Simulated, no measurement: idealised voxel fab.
Proc. module: voxel wiring stack
The figure presents cross-section cut, which has a width of 140 nm and is divided into square cells with an edge length of 5 nm.
When this document writes out a cross-section, it uses a grid of square cells and lists it as bands, beginning at the top and moving down, with a band standing for one or more rows of cells. Per band: top height and bottom height in nm, followed by the left-to-right materials and their widths in nm; "full width" marks a single material spanning edge to edge, "blank" marks empty space. Zero point of the height axis is 0; under it, received wafer = one material. Lowest band: continues down indefinitely, "z 0 and below". Top row gets the first number, bottom row gets the second, and each row in between changes by the same step: that is how a band width like "30->40" works. "remains unaltered" -> step changed no cross-section cell. What "Internal closed voids" gives you is every empty space of 8 cells or more that is cut off from the top. Each appears as width x height at distance, with the distance taken from the left edge and width, height and distance all in nm. Anything after a step's settings on that line? It's the simulator's own note about the step. If you see "overlay nm" on a step's line and that step has a mask, it's telling you how far right of where it was planned the mask ended up; a negative number means it went left instead.

-- Intended process steps
| 1 | RECEIVE (material Si) |
| 2 | CONFORMAL_DEP (material SiO2; thk nm 10) |
| 3 | CONFORMAL_DEP (material SiCN; thk nm 5) |
| 4 | DIRECTIONAL_DEP (material SiO2; thk nm 25) |
| 5 | MASKED_ETCH (tone open; mask id METAL_1; width nm 20; pitch nm 35; etch materials SiO2; depth nm 25; overlay nm 0) |
| 6 | MASKED_ETCH (tone open; mask id METAL_1; width nm 20; pitch nm 35; etch materials SiCN; depth nm 5; overlay nm 0) |
| 7 | CONFORMAL_DEP (material TiN; thk nm 5) |
| 8 | FILL_DEP (material W; thk nm 10) |
| 9 | CMP (height nm 40) |
| 10 | EPI (material Ru; thk nm 5) |
| 11 | FILL_DEP (material SiCN; thk nm 5) |
| 12 | DIRECTIONAL_DEP (material lowk; thk nm 10) |
| 13 | PATTERN (tone open; mask id PLUG_1; material resist; width nm 15; pitch nm 70; thk nm 20; overlay nm 0) |
| 14 | DIRECTIONAL_ETCH (etch materials lowk; depth nm 10) |
| 15 | DIRECTIONAL_ETCH (etch materials SiCN; depth nm 5) |
| 16 | STRIP (etch materials resist) |
| 17 | CONFORMAL_DEP (material TiN; thk nm 5) |
| 18 | FILL_DEP (material W; thk nm 5) |
| 19 | CMP (height nm 60) |
| 20 | DIRECTIONAL_DEP (material TiN; thk nm 5) |
| 21 | DIRECTIONAL_DEP (material Ru; thk nm 20) |
| 22 | MASKED_ETCH (tone cover; mask id METAL_2; width nm 20; pitch nm 35; etch materials Ru; depth nm 20; overlay nm 0) |
| 23 | MASKED_ETCH (tone cover; mask id METAL_2; width nm 20; pitch nm 35; etch materials TiN; depth nm 5; overlay nm 0) |
| 24 | CONFORMAL_DEP (material SiN; thk nm 5) |
| 25 | FILL_DEP (material lowk; thk nm 10) |
| 26 | CMP (height nm 85) |
| 27 | CONFORMAL_DEP (material SiCN; thk nm 5) |
| 28 | DIRECTIONAL_DEP (material SiO2; thk nm 35) |
| 29 | PATTERN (tone open; mask id METAL_3; material resist; width nm 20; pitch nm 35; thk nm 15; overlay nm 0) |
| 30 | DIRECTIONAL_ETCH (etch materials SiO2; depth nm 20) |
| 31 | STRIP (etch materials resist) |
| 32 | PATTERN (tone open; mask id METAL_3_HOLES; material resist; width nm 15; pitch nm 35; thk nm 15; overlay nm 0) |
| 33 | DIRECTIONAL_ETCH (etch materials SiO2; depth nm 15) |
| 34 | DIRECTIONAL_ETCH (etch materials SiCN; depth nm 5) |
| 35 | STRIP (etch materials resist) |
| 36 | CONFORMAL_DEP (material TiN; thk nm 5) |
| 37 | FILL_DEP (material Cu; thk nm 10) |
| 38 | CMP (height nm 125) |
| 39 | CONFORMAL_DEP (material SiN; thk nm 5) |

-- Shown in cross-section is the wafer as received, that is, as it stands after step 1
z 0 and below  Si full width
Internal closed voids: none

-- First of two wafers, end-of-module section, run followed plan
z 130 to 125  SiN full width
z 125 to 110  SiO2 25 nm | TiN 5 nm | Cu 10 nm | TiN 5 nm | SiO2 15 nm | TiN 5 nm | Cu 10 nm | TiN 5 nm | SiO2 15 nm | TiN 5 nm | Cu 10 nm | TiN 5 nm | SiO2 25 nm
z 110 to 105  SiO2 25 nm | TiN 5 nm | Cu 5 nm | TiN 10 nm | SiO2 15 nm | TiN 5 nm | Cu 5 nm | TiN 10 nm | SiO2 15 nm | TiN 5 nm | Cu 5 nm | TiN 10 nm | SiO2 25 nm
z 105 to 90  SiO2 25 nm | TiN 5 nm | Cu 5 nm | TiN 5 nm | SiO2 20 nm | TiN 5 nm | Cu 5 nm | TiN 5 nm | SiO2 20 nm | TiN 5 nm | Cu 5 nm | TiN 5 nm | SiO2 30 nm
z 90 to 85  SiCN 25 nm | TiN 15 nm | SiCN 20 nm | TiN 15 nm | SiCN 20 nm | TiN 15 nm | SiCN 30 nm
z 85 to 65  lowk 20 nm | SiN 5 nm | Ru 20 nm | SiN 5 nm | lowk 5 nm | SiN 5 nm | Ru 20 nm | SiN 5 nm | lowk 5 nm | SiN 5 nm | Ru 20 nm | SiN 5 nm | lowk 20 nm
z 65 to 60  SiN 25 nm | TiN 20 nm | SiN 15 nm | TiN 20 nm | SiN 15 nm | TiN 20 nm | SiN 25 nm
z 60 to 50  lowk 25 nm | TiN 5 nm | W 5 nm | TiN 5 nm | lowk 55 nm | TiN 5 nm | W 5 nm | TiN 5 nm | lowk 30 nm
z 50 to 45  SiCN 25 nm | TiN 15 nm | SiCN 55 nm | TiN 15 nm | SiCN 30 nm
z 45 to 40  SiCN 20 nm | Ru 30 nm | SiCN 5 nm | Ru 30 nm | SiCN 5 nm | Ru 30 nm | SiCN 20 nm
z 40 to 15  SiO2 25 nm | TiN 5 nm | W 10 nm | TiN 5 nm | SiO2 15 nm | TiN 5 nm | W 10 nm | TiN 5 nm | SiO2 15 nm | TiN 5 nm | W 10 nm | TiN 5 nm | SiO2 25 nm
z 15 to 10  SiCN 25 nm | TiN 20 nm | SiCN 15 nm | TiN 20 nm | SiCN 15 nm | TiN 20 nm | SiCN 25 nm
z 10 to 0  SiO2 full width
z 0 and below  Si full width
Internal closed voids: none

-- Same start, same plan as the first wafer - but one mistake in the run. Cross-section of the second of the two at the end of the module
z 130 to 125  SiN full width
z 125 to 110  SiO2 25 nm | TiN 5 nm | Cu 10 nm | TiN 5 nm | SiO2 15 nm | TiN 5 nm | Cu 10 nm | TiN 5 nm | SiO2 15 nm | TiN 5 nm | Cu 10 nm | TiN 5 nm | SiO2 25 nm
z 110 to 105  SiO2 25 nm | TiN 5 nm | Cu 5 nm | TiN 10 nm | SiO2 15 nm | TiN 5 nm | Cu 5 nm | TiN 10 nm | SiO2 15 nm | TiN 5 nm | Cu 5 nm | TiN 10 nm | SiO2 25 nm
z 105 to 90  SiO2 25 nm | TiN 5 nm | Cu 5 nm | TiN 5 nm | SiO2 20 nm | TiN 5 nm | Cu 5 nm | TiN 5 nm | SiO2 20 nm | TiN 5 nm | Cu 5 nm | TiN 5 nm | SiO2 30 nm
z 90 to 85  SiCN 25 nm | TiN 15 nm | SiCN 20 nm | TiN 15 nm | SiCN 20 nm | TiN 15 nm | SiCN 30 nm
z 85 to 65  lowk 20 nm | SiN 5 nm | Ru 20 nm | SiN 5 nm | lowk 5 nm | SiN 5 nm | Ru 20 nm | SiN 5 nm | lowk 5 nm | SiN 5 nm | Ru 20 nm | SiN 5 nm | lowk 20 nm
z 65 to 60  SiN 25 nm | TiN 20 nm | SiN 15 nm | TiN 20 nm | SiN 15 nm | TiN 20 nm | SiN 25 nm
z 60 to 55  SiCN 25 nm | TiN 15 nm | SiCN 55 nm | TiN 15 nm | SiCN 30 nm
z 55 to 50  SiCN 20 nm | lowk 30 nm | SiCN 5 nm | lowk 30 nm | SiCN 5 nm | lowk 30 nm | SiCN 20 nm
z 50 to 45  lowk full width
z 45 to 40  lowk 20 nm | Ru 30 nm | lowk 5 nm | Ru 30 nm | lowk 5 nm | Ru 30 nm | lowk 20 nm
z 40 to 15  SiO2 25 nm | TiN 5 nm | W 10 nm | TiN 5 nm | SiO2 15 nm | TiN 5 nm | W 10 nm | TiN 5 nm | SiO2 15 nm | TiN 5 nm | W 10 nm | TiN 5 nm | SiO2 25 nm
z 15 to 10  SiCN 25 nm | TiN 20 nm | SiCN 15 nm | TiN 20 nm | SiCN 15 nm | TiN 20 nm | SiCN 25 nm
z 10 to 0  SiO2 full width
z 0 and below  Si full width
Internal closed voids: none
What was done differently from what was planned? steps 11 and 12 were swapped
Final comparison by cell count, materials where the second wafer has more or fewer than the first: TiN: 8 fewer, W: 4 fewer, lowk: 12 more
